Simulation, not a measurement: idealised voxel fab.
Process module name: voxel trench capacitor
In the cross-section labelled cut, the width is 295 nm and each square cell is 5 nm.
Reading order for cross-sections: top band down to bottom band. Underlying form: a grid of square cells. Band size: one or more rows of cells. The band entry comprises the height of the band's top followed by the height of its bottom, expressed in nm, and subsequently the band's materials from left to right, each stated together with its width in nm. Where a single material is marked with the word "everywhere", that material fills the band from edge to edge. The word "air" represents empty space. Where do heights start? At 0: under that level the wafer as delivered is made of one material only. And the lowest band has no floor; it just carries on downward, as in "z 0 and below". A width given as "30 to 40" starts at the first number in the band's top row and ends at the second number in its bottom row, shifting by an equal amount at every step from row to row. "nothing got changed" (step): cross-section cells unchanged, all of them. Empty spaces without an open route to the top, at least 8 cells in extent, make up the entry "Closed internal cavities"; each is given as width x height at distance, where the distance is measured from the left edge, and all are in nm. Read whatever lies past the settings on a step's line as the simulator's own remark about the step. overlay nm: where the mask lay relative to plan, measured to the right, on steps with a mask; negatives go left.
# Planned process steps
- 1: RECEIVE with material Si
- 2: CONFORMAL_DEP with material SiN, thk nm 10
- 3: PATTERN with tone open, mask id TRENCH, material resist, width nm 15, pitch nm 35, thk nm 20, overlay nm 0
- 4: DIRECTIONAL_ETCH with etch materials SiN, depth nm 10
- 5: DIRECTIONAL_ETCH with etch materials Si, depth nm 25
- 6: STRIP with etch materials resist
- 7: CONFORMAL_DEP with material Al2O3, thk nm 5
- 8: FILL_DEP with material polySi, thk nm 5
- 9: CMP with height nm 10
# First of two wafers, with the run carried out as planned
# Incoming wafer, cross-sectional view, post step 1
    z 0 and below | Si everywhere
    Closed internal cavities: none
# Step 2 complete: cross-section through the wafer
    z 10 to 0 | SiN everywhere
    Below 0, no change.
# Step 3 complete: cross-section through the wafer
    z 30 to 10 | resist=105 / air=15 / resist=20 / air=15 / resist=20 / air=15 / resist=105
    Below 10, no change.
# Step 4 complete: cross-section through the wafer
    z 30 to 10 | resist=105 / air=15 / resist=20 / air=15 / resist=20 / air=15 / resist=105
    z 10 to 0 | SiN=105 / air=15 / SiN=20 / air=15 / SiN=20 / air=15 / SiN=105
    Below 0, no change.
# Step 5 complete: cross-section through the wafer
    z 30 to 10 | resist=105 / air=15 / resist=20 / air=15 / resist=20 / air=15 / resist=105
    z 10 to 0 | SiN=105 / air=15 / SiN=20 / air=15 / SiN=20 / air=15 / SiN=105
    z 0 to -25 | Si=105 / air=15 / Si=20 / air=15 / Si=20 / air=15 / Si=105
    Below -25, no change.
# Step 6 complete: cross-section through the wafer
    z 10 to 0 | SiN=105 / air=15 / SiN=20 / air=15 / SiN=20 / air=15 / SiN=105
    Below 0, no change.
# Step 7 complete: cross-section through the wafer
    z 15 to 10 | Al2O3=110 / air=5 / Al2O3=30 / air=5 / Al2O3=30 / air=5 / Al2O3=110
    z 10 to 0 | SiN=105 / Al2O3=5 / air=5 / Al2O3=5 / SiN=20 / Al2O3=5 / air=5 / Al2O3=5 / SiN=20 / Al2O3=5 / air=5 / Al2O3=5 / SiN=105
    z 0 to -20 | Si=105 / Al2O3=5 / air=5 / Al2O3=5 / Si=20 / Al2O3=5 / air=5 / Al2O3=5 / Si=20 / Al2O3=5 / air=5 / Al2O3=5 / Si=105
    z -20 to -25 | Si=105 / Al2O3=15 / Si=20 / Al2O3=15 / Si=20 / Al2O3=15 / Si=105
    Below -25, no change.
# Step 8 complete: cross-section through the wafer
    z 20 to 15 | polySi everywhere
    z 15 to 10 | Al2O3=110 / polySi=5 / Al2O3=30 / polySi=5 / Al2O3=30 / polySi=5 / Al2O3=110
    z 10 to 0 | SiN=105 / Al2O3=5 / polySi=5 / Al2O3=5 / SiN=20 / Al2O3=5 / polySi=5 / Al2O3=5 / SiN=20 / Al2O3=5 / polySi=5 / Al2O3=5 / SiN=105
    z 0 to -20 | Si=105 / Al2O3=5 / polySi=5 / Al2O3=5 / Si=20 / Al2O3=5 / polySi=5 / Al2O3=5 / Si=20 / Al2O3=5 / polySi=5 / Al2O3=5 / Si=105
    Below -20, no change.
# Step 9 complete: cross-section through the wafer
    z 10 to 0 | SiN=105 / Al2O3=5 / polySi=5 / Al2O3=5 / SiN=20 / Al2O3=5 / polySi=5 / Al2O3=5 / SiN=20 / Al2O3=5 / polySi=5 / Al2O3=5 / SiN=105
    Below 0, no change.
# The Second Wafer: Common Origin and Plan, One Mistake in Execution, Identical to the First Through Step 2
# Second wafer cross-section, taken as of the time the plan sets for step 3 to be done
    z 30 to 10 | resist=105 / air=20 / resist=15 / air=20 / resist=15 / air=20 / resist=100
    Below 10, no change.
# Second wafer cross-section, taken as of the time the plan sets for step 4 to be done
    z 30 to 10 | resist=105 / air=20 / resist=15 / air=20 / resist=15 / air=20 / resist=100
    z 10 to 0 | SiN=105 / air=20 / SiN=15 / air=20 / SiN=15 / air=20 / SiN=100
    Below 0, no change.
# Second wafer cross-section, taken as of the time the plan sets for step 5 to be done
    z 30 to 10 | resist=105 / air=20 / resist=15 / air=20 / resist=15 / air=20 / resist=100
    z 10 to 0 | SiN=105 / air=20 / SiN=15 / air=20 / SiN=15 / air=20 / SiN=100
    z 0 to -25 | Si=105 / air=20 / Si=15 / air=20 / Si=15 / air=20 / Si=100
    Below -25, no change.
# Second wafer cross-section, taken as of the time the plan sets for step 6 to be done
    z 10 to 0 | SiN=105 / air=20 / SiN=15 / air=20 / SiN=15 / air=20 / SiN=100
    Below 0, no change.
# Second wafer cross-section, taken as of the time the plan sets for step 7 to be done
    z 15 to 10 | Al2O3=110 / air=10 / Al2O3=25 / air=10 / Al2O3=25 / air=10 / Al2O3=105
    z 10 to 0 | SiN=105 / Al2O3=5 / air=10 / Al2O3=5 / SiN=15 / Al2O3=5 / air=10 / Al2O3=5 / SiN=15 / Al2O3=5 / air=10 / Al2O3=5 / SiN=100
    z 0 to -20 | Si=105 / Al2O3=5 / air=10 / Al2O3=5 / Si=15 / Al2O3=5 / air=10 / Al2O3=5 / Si=15 / Al2O3=5 / air=10 / Al2O3=5 / Si=100
    z -20 to -25 | Si=105 / Al2O3=20 / Si=15 / Al2O3=20 / Si=15 / Al2O3=20 / Si=100
    Below -25, no change.
# Second wafer cross-section, taken as of the time the plan sets for step 8 to be done
    z 20 to 15 | polySi everywhere
    z 15 to 10 | Al2O3=110 / polySi=10 / Al2O3=25 / polySi=10 / Al2O3=25 / polySi=10 / Al2O3=105
    z 10 to 0 | SiN=105 / Al2O3=5 / polySi=10 / Al2O3=5 / SiN=15 / Al2O3=5 / polySi=10 / Al2O3=5 / SiN=15 / Al2O3=5 / polySi=10 / Al2O3=5 / SiN=100
    z 0 to -20 | Si=105 / Al2O3=5 / polySi=10 / Al2O3=5 / Si=15 / Al2O3=5 / polySi=10 / Al2O3=5 / Si=15 / Al2O3=5 / polySi=10 / Al2O3=5 / Si=100
    Below -20, no change.
# Second wafer cross-section, taken as of the time the plan sets for step 9 to be done
    z 10 to 0 | SiN=105 / Al2O3=5 / polySi=10 / Al2O3=5 / SiN=15 / Al2O3=5 / polySi=10 / Al2O3=5 / SiN=15 / Al2O3=5 / polySi=10 / Al2O3=5 / SiN=100
    Below 0, no change.
What was the processing mistake? step 3 was run on a setting that differed from the plan, and what really ran there is PATTERN with tone open, mask id TRENCH, material resist, width nm 20, pitch nm 35, thk nm 20, overlay nm 0
Counted in cells at the end, the second wafer holds more or fewer of these materials than the first: 3 more of Al2O3 | 15 fewer of Si | 6 fewer of SiN | 18 more of polySi
